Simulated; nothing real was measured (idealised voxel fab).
process module | voxel double patterning
cross-section cut | 230 nm wide | cells 5 nm
A cross-section is a grid of square cells, given in bands from the top down. A band is one or more rows of cells.
Each band's line starts with the height of the band's top and of its bottom, in nm. Then come its materials from left to right, each with its width in nm. One material with "throughout" fills the band from edge to edge. "air" is empty space.
Height 0 is the level under which the wafer as received is all one material. The lowest band goes on downwards, as in "0 down".
A width such as "30 to 40" changes by the same amount from each row of cells to the next, from the band's top row to its bottom row.
"no change" after a step means that no cell of the cross-section changed.
closed voids: empty space of 8 cells or more with no open way to the top, each as width x height at its distance from the left edge, in nm
after a step's settings: what the simulator itself notes on the step
overlay nm, on a step with a mask: how far to the right of its planned place the mask lay; to the left if negative
plan
1 op RECEIVE | material Si
2 op CONFORMAL_DEP | material SiO2 | thk nm 10
3 op DIRECTIONAL_DEP | material TiN | thk nm 15
4 op DIRECTIONAL_DEP | material SiCN | thk nm 5
5 op MASKED_ETCH | tone open | mask id FIRST | width nm 15 | pitch nm 50 | etch materials SiCN | depth nm 5 | overlay nm 0
6 op PATTERN | tone open | mask id SECOND | material resist | width nm 15 | pitch nm 50 | thk nm 15 | overlay nm 0
7 op DIRECTIONAL_ETCH | etch materials SiCN | depth nm 5
8 op STRIP | etch materials resist
9 op DIRECTIONAL_ETCH | etch materials TiN | depth nm 15
10 op STRIP | etch materials SiCN
as received, after step 1
  0 down: Si throughout
  closed voids: none
first wafer at the end, as planned
  25 to 10: TiN 55 | air 15 | TiN 10 | air 15 | TiN 10 | air 15 | TiN 10 | air 15 | TiN 10 | air 15 | TiN 60
  10 to 0: SiO2 throughout
  0 down: Si throughout
  closed voids: none
second wafer at the end: like start, like plan, one mistake
  25 to 20: TiN 55 | air 15 | TiN 10 | air 15 | TiN 10 | air 15 | TiN 10 | air 15 | TiN 10 | air 15 | TiN 60
  20 to 10: TiN throughout
  10 to 0: SiO2 throughout
  0 down: Si throughout
  closed voids: none
what went wrong: step 9 ran as: op DIRECTIONAL_ETCH | etch materials TiN | depth nm 5
at the end the second wafer has, in cells: 30 more of TiN
